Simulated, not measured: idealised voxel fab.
The process module that follows is named voxel transistor to metal.
It is cross-section cut that appears here, measuring 215 nm in width, its square cells being 5 nm in size.
When this document writes out a cross-section, it uses a grid of square cells and lists it as bands, beginning at the top and moving down, with a band standing for one or more rows of cells. Top height, bottom height, nm. Materials left to right, width each, nm. Single material + "edge to edge" = fills band edge to edge. "empty" = empty. Heads up on the height convention: 0 is the point under which the incoming wafer is all one material, and the lowest band has no bottom, it just keeps going down, like "0 down". A width given as "30->40" starts at the first number in the band's top row and ends at the second number in its bottom row, shifting by an equal amount at every step from row to row. Where a step carries "stayed the same", the cross-section came out of it unchanged, cell for cell. The entry "Fully sealed voids" lists the empty spaces that cover at least 8 cells and have no open path to the top. Each is written as width x height at distance, where the distance is measured from the left edge and all three values are in nm. Where a step's line continues beyond its settings, the continuation is a remark by the simulator itself on that step. overlay nm: right-of-plan distance of the mask on a masked step; negative values mean left-of-plan. From here on the document is pairs. In a pair, the cross-section before one process step comes with the cross-section after it, and the latter goes no deeper than the lowest band that changed. What lies in between, the step and its settings, is written under the pair. A pair may be from a different run of this module on the same starting wafer than the pair above it, so it continues from that pair only where its entry headed "Prior to processing" says so.
Prior to processing:
0 down: Si edge to edge
Fully sealed voids: none
Post-Process Section:
5 to 0: SiO2 edge to edge
Rest of section, below 0: as before.
Fully sealed voids: none
Can you say which step sits between the two cross-sections above? op CONFORMAL_DEP | material SiO2 | thk nm 5
Prior to processing: nothing new to draw here, it's the after view of the pair just above.
Post-Process Section:
20 to 5: SiN edge to edge
Rest of section, below 5: as before.
Fully sealed voids: none
Can you say which step sits between the two cross-sections above? op CONFORMAL_DEP | material SiN | thk nm 15
Prior to processing: nothing new to draw here, it's the after view of the pair just above.
Post-Process Section:
40 to 20: 60 empty | 95 resist | 60 empty
Rest of section, below 20: as before.
Fully sealed voids: none
Can you say which step sits between the two cross-sections above? op PATTERN | tone cover | mask id ACTIVE | material resist | width nm 95 | thk nm 20 | overlay nm 0
Prior to processing: nothing new to draw here, it's the after view of the pair just above.
Post-Process Section:
40 to 20: 60 empty | 95 resist | 60 empty
20 to 5: 60 empty | 95 SiN | 60 empty
Rest of section, below 5: as before.
Fully sealed voids: none
Can you say which step sits between the two cross-sections above? op DIRECTIONAL_ETCH | etch materials SiN | depth nm 15
Prior to processing: nothing new to draw here, it's the after view of the pair just above.
Post-Process Section:
40 to 20: 60 empty | 95 resist | 60 empty
20 to 5: 60 empty | 95 SiN | 60 empty
5 to 0: 60 empty | 95 SiO2 | 60 empty
Rest of section, below 0: as before.
Fully sealed voids: none
Can you say which step sits between the two cross-sections above? op DIRECTIONAL_ETCH | etch materials SiO2 | depth nm 5
Prior to processing: nothing new to draw here, it's the after view of the pair just above.
Post-Process Section:
40 to 20: 60 empty | 95 resist | 60 empty
20 to 5: 60 empty | 95 SiN | 60 empty
5 to 0: 60 empty | 95 SiO2 | 60 empty
0 to -30: 60 empty | 95 Si | 60 empty
Rest of section, below -30: as before.
Fully sealed voids: none
Can you say which step sits between the two cross-sections above? op DIRECTIONAL_ETCH | etch materials Si | depth nm 30
Prior to processing: nothing new to draw here, it's the after view of the pair just above.
Post-Process Section:
20 to 5: 60 empty | 95 SiN | 60 empty
Rest of section, below 5: as before.
Fully sealed voids: none
Can you say which step sits between the two cross-sections above? op STRIP | etch materials resist
Prior to processing: nothing new to draw here, it's the after view of the pair just above.
Post-Process Section:
30 to 20: SiO2 edge to edge
20 to 5: 60 SiO2 | 95 SiN | 60 SiO2
5 to 0: SiO2 edge to edge
0 to -30: 60 SiO2 | 95 Si | 60 SiO2
Rest of section, below -30: as before.
Fully sealed voids: none
Can you say which step sits between the two cross-sections above? op FILL_DEP | material SiO2 | thk nm 10
Prior to processing: nothing new to draw here, it's the after view of the pair just above.
Post-Process Section:
20 to 5: 60 SiO2 | 95 SiN | 60 SiO2
Rest of section, below 5: as before.
Fully sealed voids: none
Can you say which step sits between the two cross-sections above? op CMP | height nm 20
Prior to processing: nothing new to draw here, it's the after view of the pair just above.
Post-Process Section:
20 to 10: 60 empty | 95 SiN | 60 empty
Rest of section, below 10: as before.
Fully sealed voids: none
Can you say which step sits between the two cross-sections above? op SELECTIVE_ETCH | etch materials SiO2 | depth nm 10
Prior to processing: nothing new to draw here, it's the after view of the pair just above.
Post-Process Section:
10 to 5: 60 SiO2 | 95 empty | 60 SiO2
Rest of section, below 5: as before.
Fully sealed voids: none
Can you say which step sits between the two cross-sections above? op STRIP | etch materials SiN
Prior to processing: nothing new to draw here, it's the after view of the pair just above.
Post-Process Section:
5 to 0: 55 SiO2 | 105 empty | 55 SiO2
Rest of section, below 0: as before.
Fully sealed voids: none
Can you say which step sits between the two cross-sections above? op SELECTIVE_ETCH | etch materials SiO2 | depth nm 5
Prior to processing: nothing new to draw here, it's the after view of the pair just above.
Post-Process Section:
5 to 0: 55 SiO2 | 105 empty | 55 SiO2
0 to -5: SiO2 edge to edge
Rest of section, below -5: as before.
Fully sealed voids: none
Can you say which step sits between the two cross-sections above? op OXIDIZE | depth nm 5
Prior to processing: nothing new to draw here, it's the after view of the pair just above.
Post-Process Section:
25 to 20: 55 polySi | 105 empty | 55 polySi
20 to 5: polySi edge to edge
5 to 0: 55 SiO2 | 105 polySi | 55 SiO2
Rest of section, below 0: as before.
Fully sealed voids: none
Can you say which step sits between the two cross-sections above? op DIRECTIONAL_DEP | material polySi | thk nm 20
Prior to processing: nothing new to draw here, it's the after view of the pair just above.
Post-Process Section:
35 to 30: 55 SiCN | 105 empty | 55 SiCN
30 to 25: SiCN edge to edge
25 to 20: 55 polySi | 105 SiCN | 55 polySi
Rest of section, below 20: as before.
Fully sealed voids: none
Can you say which step sits between the two cross-sections above? op DIRECTIONAL_DEP | material SiCN | thk nm 10
Prior to processing: nothing new to draw here, it's the after view of the pair just above.
Post-Process Section:
50 to 45: 55 aC | 105 empty | 55 aC
45 to 35: aC edge to edge
35 to 30: 55 SiCN | 105 aC | 55 SiCN
Rest of section, below 30: as before.
Fully sealed voids: none
Can you say which step sits between the two cross-sections above? op DIRECTIONAL_DEP | material aC | thk nm 15
Prior to processing: nothing new to draw here, it's the after view of the pair just above.
Post-Process Section:
85 to 50: 95 empty | 25 resist | 95 empty
50 to 45: 55 aC | 40 empty | 25 resist | 40 empty | 55 aC
Rest of section, below 45: as before.
Fully sealed voids: none
Can you say which step sits between the two cross-sections above? op PATTERN | tone cover | mask id GATE | material resist | width nm 25 | thk nm 35 | overlay nm 0
Prior to processing: nothing new to draw here, it's the after view of the pair just above.
Post-Process Section:
70 to 45: 95 empty | 25 resist | 95 empty
45 to 35: 95 empty | 25 aC | 95 empty
35 to 30: 55 SiCN | 40 empty | 25 aC | 40 empty | 55 SiCN
Rest of section, below 30: as before.
Fully sealed voids: none
Can you say which step sits between the two cross-sections above? op DIRECTIONAL_ETCH | etch materials aC | depth nm 15
Prior to processing: nothing new to draw here, it's the after view of the pair just above.
Post-Process Section:
45 to 35: 95 empty | 25 aC | 95 empty
Rest of section, below 35: as before.
Fully sealed voids: none
Can you say which step sits between the two cross-sections above? op STRIP | etch materials resist
Prior to processing: nothing new to draw here, it's the after view of the pair just above.
Post-Process Section:
45 to 30: 95 empty | 25 aC | 95 empty
30 to 25: 95 empty | 25 SiCN | 95 empty
25 to 20: 55 polySi | 40 empty | 25 SiCN | 40 empty | 55 polySi
Rest of section, below 20: as before.
Fully sealed voids: none
Can you say which step sits between the two cross-sections above? op DIRECTIONAL_ETCH | etch materials SiCN | depth nm 20
Prior to processing: nothing new to draw here, it's the after view of the pair just above.
Post-Process Section:
45 to 30: 95 empty | 25 aC | 95 empty
30 to 20: 95 empty | 25 SiCN | 95 empty
20 to 5: 95 empty | 25 polySi | 95 empty
5 to 0: 55 SiO2 | 40 empty | 25 polySi | 40 empty | 55 SiO2
Rest of section, below 0: as before.
Fully sealed voids: none
Can you say which step sits between the two cross-sections above? op DIRECTIONAL_ETCH | etch materials polySi | depth nm 30
Prior to processing: nothing new to draw here, it's the after view of the pair just above.
Post-Process Section:
30 to 20: 95 empty | 25 SiCN | 95 empty
Rest of section, below 20: as before.
Fully sealed voids: none
Can you say which step sits between the two cross-sections above? op STRIP | etch materials aC
Prior to processing: nothing new to draw here, it's the after view of the pair just above.
Post-Process Section:
35 to 30: 90 empty | 35 SiN | 90 empty
30 to 20: 90 empty | 5 SiN | 25 SiCN | 5 SiN | 90 empty
20 to 10: 90 empty | 5 SiN | 25 polySi | 5 SiN | 90 empty
10 to 5: 60 SiN | 30 empty | 5 SiN | 25 polySi | 5 SiN | 30 empty | 60 SiN
5 to 0: 55 SiO2 | 40 SiN | 25 polySi | 40 SiN | 55 SiO2
Rest of section, below 0: as before.
Fully sealed voids: none
Can you say which step sits between the two cross-sections above? op CONFORMAL_DEP | material SiN | thk nm 5
Prior to processing: nothing new to draw here, it's the after view of the pair just above.
Post-Process Section:
30 to 20: 90 empty | 5 SiN | 25 SiCN | 5 SiN | 90 empty
20 to 5: 90 empty | 5 SiN | 25 polySi | 5 SiN | 90 empty
5 to 0: 55 SiO2 | 5 SiN | 30 empty | 5 SiN | 25 polySi | 5 SiN | 30 empty | 5 SiN | 55 SiO2
Rest of section, below 0: as before.
Fully sealed voids: none
Can you say which step sits between the two cross-sections above? op DIRECTIONAL_ETCH | etch materials SiN | depth nm 5
Prior to processing: nothing new to draw here, it's the after view of the pair just above.
Post-Process Section:
30 to 20: 90 empty | 5 SiN | 25 SiCN | 5 SiN | 90 empty
20 to 5: 90 empty | 5 SiN | 25 polySi | 5 SiN | 90 empty
5 to 0: 55 empty | 5 SiN | 30 empty | 5 SiN | 25 polySi | 5 SiN | 30 empty | 5 SiN | 55 empty
0 to -5: 60 SiO2 | 30 empty | 35 SiO2 | 30 empty | 60 SiO2
Rest of section, below -5: as before.
Fully sealed voids: none
Can you say which step sits between the two cross-sections above? op DIRECTIONAL_ETCH | etch materials SiO2 | depth nm 5
Prior to processing: nothing new to draw here, it's the after view of the pair just above.
Post-Process Section:
30 to 20: 90 empty | 5 SiN | 25 SiCN | 5 SiN | 90 empty
20 to 5: 90 empty | 5 SiN | 25 polySi | 5 SiN | 90 empty
5 to 0: 55 empty | 5 SiN | 30 empty | 5 SiN | 25 polySi | 5 SiN | 30 empty | 5 SiN | 55 empty
0 to -5: 60 SiO2 | 30 nSi | 35 SiO2 | 30 nSi | 60 SiO2
Rest of section, below -5: as before.
Fully sealed voids: none
Can you say which step sits between the two cross-sections above? op EPI | material nSi | thk nm 5
Prior to processing: nothing new to draw here, it's the after view of the pair just above.
Post-Process Section:
40 to 30: SiO2 edge to edge
30 to 20: 90 SiO2 | 5 SiN | 25 SiCN | 5 SiN | 90 SiO2
20 to 5: 90 SiO2 | 5 SiN | 25 polySi | 5 SiN | 90 SiO2
5 to 0: 55 SiO2 | 5 SiN | 30 SiO2 | 5 SiN | 25 polySi | 5 SiN | 30 SiO2 | 5 SiN | 55 SiO2
Rest of section, below 0: as before.
Fully sealed voids: none
Can you say which step sits between the two cross-sections above? op FILL_DEP | material SiO2 | thk nm 10
Prior to processing: nothing new to draw here, it's the after view of the pair just above.
Post-Process Section:
30 to 20: 90 SiO2 | 5 SiN | 25 SiCN | 5 SiN | 90 SiO2
Rest of section, below 20: as before.
Fully sealed voids: none
Can you say which step sits between the two cross-sections above? op CMP | height nm 30
Prior to processing: nothing new to draw here, it's the after view of the pair just above.
Post-Process Section:
40 to 30: SiO2 edge to edge
Rest of section, below 30: as before.
Fully sealed voids: none
Can you say which step sits between the two cross-sections above? op DIRECTIONAL_DEP | material SiO2 | thk nm 10
Prior to processing: nothing new to draw here, it's the after view of the pair just above.
Post-Process Section:
40 to 30: 65 SiO2 | 15 empty | 55 SiO2 | 15 empty | 65 SiO2
30 to 20: 65 SiO2 | 15 empty | 10 SiO2 | 5 SiN | 25 SiCN | 5 SiN | 10 SiO2 | 15 empty | 65 SiO2
20 to 5: 65 SiO2 | 15 empty | 10 SiO2 | 5 SiN | 25 polySi | 5 SiN | 10 SiO2 | 15 empty | 65 SiO2
5 to 0: 55 SiO2 | 5 SiN | 5 SiO2 | 15 empty | 10 SiO2 | 5 SiN | 25 polySi | 5 SiN | 10 SiO2 | 15 empty | 5 SiO2 | 5 SiN | 55 SiO2
Rest of section, below 0: as before.
Fully sealed voids: none
Can you say which step sits between the two cross-sections above? op MASKED_ETCH | tone open | mask id CONTACT | width nm 15 | pitch nm 70 | etch materials SiO2 | depth nm 40 | overlay nm 0
Prior to processing: nothing new to draw here, it's the after view of the pair just above.
Post-Process Section:
45 to 40: 70 TiN | 5 empty | 65 TiN | 5 empty | 70 TiN
40 to 30: 65 SiO2 | 5 TiN | 5 empty | 5 TiN | 55 SiO2 | 5 TiN | 5 empty | 5 TiN | 65 SiO2
30 to 20: 65 SiO2 | 5 TiN | 5 empty | 5 TiN | 10 SiO2 | 5 SiN | 25 SiCN | 5 SiN | 10 SiO2 | 5 TiN | 5 empty | 5 TiN | 65 SiO2
20 to 5: 65 SiO2 | 5 TiN | 5 empty | 5 TiN | 10 SiO2 | 5 SiN | 25 polySi | 5 SiN | 10 SiO2 | 5 TiN | 5 empty | 5 TiN | 65 SiO2
5 to 0: 55 SiO2 | 5 SiN | 5 SiO2 | 15 TiN | 10 SiO2 | 5 SiN | 25 polySi | 5 SiN | 10 SiO2 | 15 TiN | 5 SiO2 | 5 SiN | 55 SiO2
Rest of section, below 0: as before.
Fully sealed voids: none
Can you say which step sits between the two cross-sections above? op CONFORMAL_DEP | material TiN | thk nm 5
Prior to processing: nothing new to draw here, it's the after view of the pair just above.
Post-Process Section:
50 to 45: Ru edge to edge
45 to 40: 70 TiN | 5 Ru | 65 TiN | 5 Ru | 70 TiN
40 to 30: 65 SiO2 | 5 TiN | 5 Ru | 5 TiN | 55 SiO2 | 5 TiN | 5 Ru | 5 TiN | 65 SiO2
30 to 20: 65 SiO2 | 5 TiN | 5 Ru | 5 TiN | 10 SiO2 | 5 SiN | 25 SiCN | 5 SiN | 10 SiO2 | 5 TiN | 5 Ru | 5 TiN | 65 SiO2
20 to 5: 65 SiO2 | 5 TiN | 5 Ru | 5 TiN | 10 SiO2 | 5 SiN | 25 polySi | 5 SiN | 10 SiO2 | 5 TiN | 5 Ru | 5 TiN | 65 SiO2
Rest of section, below 5: as before.
Fully sealed voids: none
Can you say which step sits between the two cross-sections above? op FILL_DEP | material Ru | thk nm 5
Prior to processing: nothing new to draw here, it's the after view of the pair just above.
Post-Process Section:
40 to 30: 65 SiO2 | 5 TiN | 5 Ru | 5 TiN | 55 SiO2 | 5 TiN | 5 Ru | 5 TiN | 65 SiO2
Rest of section, below 30: as before.
Fully sealed voids: none
Can you say which step sits between the two cross-sections above? op CMP | height nm 40
Prior to processing: nothing new to draw here, it's the after view of the pair just above.
Post-Process Section:
45 to 40: TiN edge to edge
Rest of section, below 40: as before.
Fully sealed voids: none
Can you say which step sits between the two cross-sections above? op DIRECTIONAL_DEP | material TiN | thk nm 5
Prior to processing: nothing new to draw here, it's the after view of the pair just above.
Post-Process Section:
65 to 45: W edge to edge
Rest of section, below 45: as before.
Fully sealed voids: none
Can you say which step sits between the two cross-sections above? op DIRECTIONAL_DEP | material W | thk nm 20
Prior to processing: nothing new to draw here, it's the after view of the pair just above.
Post-Process Section:
65 to 45: 65 empty | 15 W | 55 empty | 15 W | 65 empty
Rest of section, below 45: as before.
Fully sealed voids: none
Can you say which step sits between the two cross-sections above? op MASKED_ETCH | tone cover | mask id METAL_1 | width nm 15 | pitch nm 70 | etch materials W | depth nm 20 | overlay nm 0
Prior to processing: nothing new to draw here, it's the after view of the pair just above.
Post-Process Section:
65 to 45: 65 empty | 15 W | 55 empty | 15 W | 65 empty
45 to 40: 65 empty | 15 TiN | 55 empty | 15 TiN | 65 empty
Rest of section, below 40: as before.
Fully sealed voids: none
Can you say which step sits between the two cross-sections above? op MASKED_ETCH | tone cover | mask id METAL_1 | width nm 15 | pitch nm 70 | etch materials TiN | depth nm 5 | overlay nm 0
Prior to processing: nothing new to draw here, it's the after view of the pair just above.
Post-Process Section:
70 to 65: SiO2 edge to edge
65 to 45: 65 SiO2 | 15 W | 55 SiO2 | 15 W | 65 SiO2
45 to 40: 65 SiO2 | 15 TiN | 55 SiO2 | 15 TiN | 65 SiO2
Rest of section, below 40: as before.
Fully sealed voids: none
Can you say which step sits between the two cross-sections above? op FILL_DEP | material SiO2 | thk nm 5
Prior to processing: nothing new to draw here, it's the after view of the pair just above.
Post-Process Section:
65 to 45: 65 SiO2 | 15 W | 55 SiO2 | 15 W | 65 SiO2
Rest of section, below 45: as before.
Fully sealed voids: none
Can you say which step sits between the two cross-sections above? op CMP | height nm 65
Prior to processing: nothing new to draw here, it's the after view of the pair just above.
Post-Process Section:
70 to 65: SiN edge to edge
Rest of section, below 65: as before.
Fully sealed voids: none
Can you say which step sits between the two cross-sections above? op CONFORMAL_DEP | material SiN | thk nm 5
Prior to processing:
0 down: Si edge to edge
Fully sealed voids: none
Post-Process Section:
15 to 0: SiN edge to edge
Rest of section, below 0: as before.
Fully sealed voids: none
Can you say which step sits between the two cross-sections above? op CONFORMAL_DEP | material SiN | thk nm 15
Prior to processing: nothing new to draw here, it's the after view of the pair just above.
Post-Process Section:
35 to 15: 60 empty | 95 resist | 60 empty
Rest of section, below 15: as before.
Fully sealed voids: none
Can you say which step sits between the two cross-sections above? op PATTERN | tone cover | mask id ACTIVE | material resist | width nm 95 | thk nm 20 | overlay nm 0
Prior to processing: nothing new to draw here, it's the after view of the pair just above.
Post-Process Section:
35 to 15: 60 empty | 95 resist | 60 empty
15 to 0: 60 empty | 95 SiN | 60 empty
Rest of section, below 0: as before.
Fully sealed voids: none
Can you say which step sits between the two cross-sections above? op DIRECTIONAL_ETCH | etch materials SiN | depth nm 15
Prior to processing: nothing new to draw here, it's the after view of the pair just above.
Post-Process Section:
35 to 15: 60 empty | 95 resist | 60 empty
15 to 0: 60 empty | 95 SiN | 60 empty
0 to -30: 60 empty | 95 Si | 60 empty
Rest of section, below -30: as before.
Fully sealed voids: none
Can you say which step sits between the two cross-sections above? op DIRECTIONAL_ETCH | etch materials Si | depth nm 30
Prior to processing: nothing new to draw here, it's the after view of the pair just above.
Post-Process Section:
15 to 0: 60 empty | 95 SiN | 60 empty
Rest of section, below 0: as before.
Fully sealed voids: none
Can you say which step sits between the two cross-sections above? op STRIP | etch materials resist
Prior to processing: nothing new to draw here, it's the after view of the pair just above.
Post-Process Section:
25 to 15: SiO2 edge to edge
15 to 0: 60 SiO2 | 95 SiN | 60 SiO2
0 to -30: 60 SiO2 | 95 Si | 60 SiO2
Rest of section, below -30: as before.
Fully sealed voids: none
Can you say which step sits between the two cross-sections above? op FILL_DEP | material SiO2 | thk nm 10
Prior to processing: nothing new to draw here, it's the after view of the pair just above.
Post-Process Section:
20 to 15: SiO2 edge to edge
Rest of section, below 15: as before.
Fully sealed voids: none
Can you say which step sits between the two cross-sections above? op CMP | height nm 20
Prior to processing: nothing new to draw here, it's the after view of the pair just above.
Post-Process Section:
15 to 10: 60 empty | 95 SiN | 60 empty
Rest of section, below 10: as before.
Fully sealed voids: none
Can you say which step sits between the two cross-sections above? op SELECTIVE_ETCH | etch materials SiO2 | depth nm 10
Prior to processing: nothing new to draw here, it's the after view of the pair just above.
Post-Process Section:
10 to 0: 60 SiO2 | 95 empty | 60 SiO2
Rest of section, below 0: as before.
Fully sealed voids: none
Can you say which step sits between the two cross-sections above? op STRIP | etch materials SiN
Prior to processing: nothing new to draw here, it's the after view of the pair just above.
Post-Process Section:
5 to 0: 55 SiO2 | 105 empty | 55 SiO2
0 to -5: 55 SiO2 | 5 empty | 95 Si | 5 empty | 55 SiO2
Rest of section, below -5: as before.
Fully sealed voids: none
Can you say which step sits between the two cross-sections above? op SELECTIVE_ETCH | etch materials SiO2 | depth nm 5
Prior to processing: nothing new to draw here, it's the after view of the pair just above.
Post-Process Section:
5 to 0: 55 SiO2 | 105 empty | 55 SiO2
0 to -5: 55 SiO2 | 5 empty | 95 SiO2 | 5 empty | 55 SiO2
-5 to -10: 65 SiO2 | 85 Si | 65 SiO2
Rest of section, below -10: as before.
Fully sealed voids: none
Can you say which step sits between the two cross-sections above? op OXIDIZE | depth nm 5
Prior to processing: nothing new to draw here, it's the after view of the pair just above.
Post-Process Section:
25 to 20: 55 polySi | 105 empty | 55 polySi
20 to 15: 55 polySi | 5 empty | 95 polySi | 5 empty | 55 polySi
15 to 5: polySi edge to edge
5 to 0: 55 SiO2 | 105 polySi | 55 SiO2
0 to -5: 55 SiO2 | 5 polySi | 95 SiO2 | 5 polySi | 55 SiO2
Rest of section, below -5: as before.
Fully sealed voids: none
Can you say which step sits between the two cross-sections above? op DIRECTIONAL_DEP | material polySi | thk nm 20
Prior to processing: nothing new to draw here, it's the after view of the pair just above.
Post-Process Section:
35 to 30: 55 SiCN | 105 empty | 55 SiCN
30 to 25: 55 SiCN | 5 empty | 95 SiCN | 5 empty | 55 SiCN
25 to 20: 55 polySi | 105 SiCN | 55 polySi
20 to 15: 55 polySi | 5 SiCN | 95 polySi | 5 SiCN | 55 polySi
Rest of section, below 15: as before.
Fully sealed voids: none
Can you say which step sits between the two cross-sections above? op DIRECTIONAL_DEP | material SiCN | thk nm 10
Prior to processing: nothing new to draw here, it's the after view of the pair just above.
Post-Process Section:
50 to 45: 55 aC | 105 empty | 55 aC
45 to 40: 55 aC | 5 empty | 95 aC | 5 empty | 55 aC
40 to 35: aC edge to edge
35 to 30: 55 SiCN | 105 aC | 55 SiCN
30 to 25: 55 SiCN | 5 aC | 95 SiCN | 5 aC | 55 SiCN
Rest of section, below 25: as before.
Fully sealed voids: none
Can you say which step sits between the two cross-sections above? op DIRECTIONAL_DEP | material aC | thk nm 15
Prior to processing: nothing new to draw here, it's the after view of the pair just above.
Post-Process Section:
85 to 50: 95 empty | 25 resist | 95 empty
50 to 45: 55 aC | 40 empty | 25 resist | 40 empty | 55 aC
Rest of section, below 45: as before.
Fully sealed voids: none
Can you say which step sits between the two cross-sections above? op PATTERN | tone cover | mask id GATE | material resist | width nm 25 | thk nm 35 | overlay nm 0
Prior to processing: nothing new to draw here, it's the after view of the pair just above.
Post-Process Section:
70 to 45: 95 empty | 25 resist | 95 empty
45 to 35: 95 empty | 25 aC | 95 empty
35 to 30: 55 SiCN | 40 empty | 25 aC | 40 empty | 55 SiCN
30 to 25: 55 SiCN | 5 empty | 95 SiCN | 5 empty | 55 SiCN
Rest of section, below 25: as before.
Fully sealed voids: none
Can you say which step sits between the two cross-sections above? op DIRECTIONAL_ETCH | etch materials aC | depth nm 15
Prior to processing: nothing new to draw here, it's the after view of the pair just above.
Post-Process Section:
45 to 35: 95 empty | 25 aC | 95 empty
Rest of section, below 35: as before.
Fully sealed voids: none
Can you say which step sits between the two cross-sections above? op STRIP | etch materials resist
Prior to processing: nothing new to draw here, it's the after view of the pair just above.
Post-Process Section:
45 to 30: 95 empty | 25 aC | 95 empty
30 to 25: 95 empty | 25 SiCN | 95 empty
25 to 20: 55 polySi | 40 empty | 25 SiCN | 40 empty | 55 polySi
20 to 15: 55 polySi | 5 empty | 95 polySi | 5 empty | 55 polySi
Rest of section, below 15: as before.
Fully sealed voids: none
Can you say which step sits between the two cross-sections above? op DIRECTIONAL_ETCH | etch materials SiCN | depth nm 20
Prior to processing: nothing new to draw here, it's the after view of the pair just above.
Post-Process Section:
45 to 30: 95 empty | 25 aC | 95 empty
30 to 20: 95 empty | 25 SiCN | 95 empty
20 to 5: 95 empty | 25 polySi | 95 empty
5 to 0: 55 SiO2 | 40 empty | 25 polySi | 40 empty | 55 SiO2
0 to -5: 55 SiO2 | 5 empty | 95 SiO2 | 5 empty | 55 SiO2
Rest of section, below -5: as before.
Fully sealed voids: none
Can you say which step sits between the two cross-sections above? op DIRECTIONAL_ETCH | etch materials polySi | depth nm 30
Prior to processing: nothing new to draw here, it's the after view of the pair just above.
Post-Process Section:
30 to 20: 95 empty | 25 SiCN | 95 empty
Rest of section, below 20: as before.
Fully sealed voids: none
Can you say which step sits between the two cross-sections above? op STRIP | etch materials aC
Prior to processing: nothing new to draw here, it's the after view of the pair just above.
Post-Process Section:
35 to 30: 90 empty | 35 SiN | 90 empty
30 to 20: 90 empty | 5 SiN | 25 SiCN | 5 SiN | 90 empty
20 to 10: 90 empty | 5 SiN | 25 polySi | 5 SiN | 90 empty
10 to 5: 60 SiN | 30 empty | 5 SiN | 25 polySi | 5 SiN | 30 empty | 60 SiN
5 to 0: 55 SiO2 | 40 SiN | 25 polySi | 40 SiN | 55 SiO2
0 to -5: 55 SiO2 | 5 SiN | 95 SiO2 | 5 SiN | 55 SiO2
Rest of section, below -5: as before.
Fully sealed voids: none
Can you say which step sits between the two cross-sections above? op CONFORMAL_DEP | material SiN | thk nm 5
Prior to processing: nothing new to draw here, it's the after view of the pair just above.
Post-Process Section:
30 to 20: 90 empty | 5 SiN | 25 SiCN | 5 SiN | 90 empty
20 to 5: 90 empty | 5 SiN | 25 polySi | 5 SiN | 90 empty
5 to 0: 55 SiO2 | 5 SiN | 30 empty | 5 SiN | 25 polySi | 5 SiN | 30 empty | 5 SiN | 55 SiO2
Rest of section, below 0: as before.
Fully sealed voids: none
Can you say which step sits between the two cross-sections above? op DIRECTIONAL_ETCH | etch materials SiN | depth nm 5
Prior to processing: nothing new to draw here, it's the after view of the pair just above.
Post-Process Section:
30 to 20: 90 empty | 5 SiN | 25 SiCN | 5 SiN | 90 empty
20 to 5: 90 empty | 5 SiN | 25 polySi | 5 SiN | 90 empty
5 to 0: 55 empty | 5 SiN | 30 empty | 5 SiN | 25 polySi | 5 SiN | 30 empty | 5 SiN | 55 empty
0 to -5: 55 SiO2 | 5 SiN | 30 empty | 35 SiO2 | 30 empty | 5 SiN | 55 SiO2
Rest of section, below -5: as before.
Fully sealed voids: none
Can you say which step sits between the two cross-sections above? op DIRECTIONAL_ETCH | etch materials SiO2 | depth nm 5
Prior to processing: nothing new to draw here, it's the after view of the pair just above.
Post-Process Section:
30 to 20: 90 empty | 5 SiN | 25 SiCN | 5 SiN | 90 empty
20 to 5: 90 empty | 5 SiN | 25 polySi | 5 SiN | 90 empty
5 to 0: 55 empty | 5 SiN | 30 empty | 5 SiN | 25 polySi | 5 SiN | 30 empty | 5 SiN | 55 empty
0 to -5: 55 SiO2 | 5 SiN | 30 nSi | 35 SiO2 | 30 nSi | 5 SiN | 55 SiO2
Rest of section, below -5: as before.
Fully sealed voids: none
Can you say which step sits between the two cross-sections above? op EPI | material nSi | thk nm 5
Prior to processing: nothing new to draw here, it's the after view of the pair just above.
Post-Process Section:
40 to 30: SiO2 edge to edge
30 to 20: 90 SiO2 | 5 SiN | 25 SiCN | 5 SiN | 90 SiO2
20 to 5: 90 SiO2 | 5 SiN | 25 polySi | 5 SiN | 90 SiO2
5 to 0: 55 SiO2 | 5 SiN | 30 SiO2 | 5 SiN | 25 polySi | 5 SiN | 30 SiO2 | 5 SiN | 55 SiO2
Rest of section, below 0: as before.
Fully sealed voids: none
Can you say which step sits between the two cross-sections above? op FILL_DEP | material SiO2 | thk nm 10
Prior to processing: nothing new to draw here, it's the after view of the pair just above.
Post-Process Section:
30 to 20: 90 SiO2 | 5 SiN | 25 SiCN | 5 SiN | 90 SiO2
Rest of section, below 20: as before.
Fully sealed voids: none
Can you say which step sits between the two cross-sections above? op CMP | height nm 30
Prior to processing: nothing new to draw here, it's the after view of the pair just above.
Post-Process Section:
40 to 30: SiO2 edge to edge
Rest of section, below 30: as before.
Fully sealed voids: none
Can you say which step sits between the two cross-sections above? op DIRECTIONAL_DEP | material SiO2 | thk nm 10
Prior to processing: nothing new to draw here, it's the after view of the pair just above.
Post-Process Section:
40 to 30: 65 SiO2 | 15 empty | 55 SiO2 | 15 empty | 65 SiO2
30 to 20: 65 SiO2 | 15 empty | 10 SiO2 | 5 SiN | 25 SiCN | 5 SiN | 10 SiO2 | 15 empty | 65 SiO2
20 to 5: 65 SiO2 | 15 empty | 10 SiO2 | 5 SiN | 25 polySi | 5 SiN | 10 SiO2 | 15 empty | 65 SiO2
5 to 0: 55 SiO2 | 5 SiN | 5 SiO2 | 15 empty | 10 SiO2 | 5 SiN | 25 polySi | 5 SiN | 10 SiO2 | 15 empty | 5 SiO2 | 5 SiN | 55 SiO2
Rest of section, below 0: as before.
Fully sealed voids: none
Can you say which step sits between the two cross-sections above? op MASKED_ETCH | tone open | mask id CONTACT | width nm 15 | pitch nm 70 | etch materials SiO2 | depth nm 40 | overlay nm 0
Prior to processing: nothing new to draw here, it's the after view of the pair just above.
Post-Process Section:
45 to 40: 70 TiN | 5 empty | 65 TiN | 5 empty | 70 TiN
40 to 30: 65 SiO2 | 5 TiN | 5 empty | 5 TiN | 55 SiO2 | 5 TiN | 5 empty | 5 TiN | 65 SiO2
30 to 20: 65 SiO2 | 5 TiN | 5 empty | 5 TiN | 10 SiO2 | 5 SiN | 25 SiCN | 5 SiN | 10 SiO2 | 5 TiN | 5 empty | 5 TiN | 65 SiO2
20 to 5: 65 SiO2 | 5 TiN | 5 empty | 5 TiN | 10 SiO2 | 5 SiN | 25 polySi | 5 SiN | 10 SiO2 | 5 TiN | 5 empty | 5 TiN | 65 SiO2
5 to 0: 55 SiO2 | 5 SiN | 5 SiO2 | 15 TiN | 10 SiO2 | 5 SiN | 25 polySi | 5 SiN | 10 SiO2 | 15 TiN | 5 SiO2 | 5 SiN | 55 SiO2
Rest of section, below 0: as before.
Fully sealed voids: none
Can you say which step sits between the two cross-sections above? op CONFORMAL_DEP | material TiN | thk nm 5
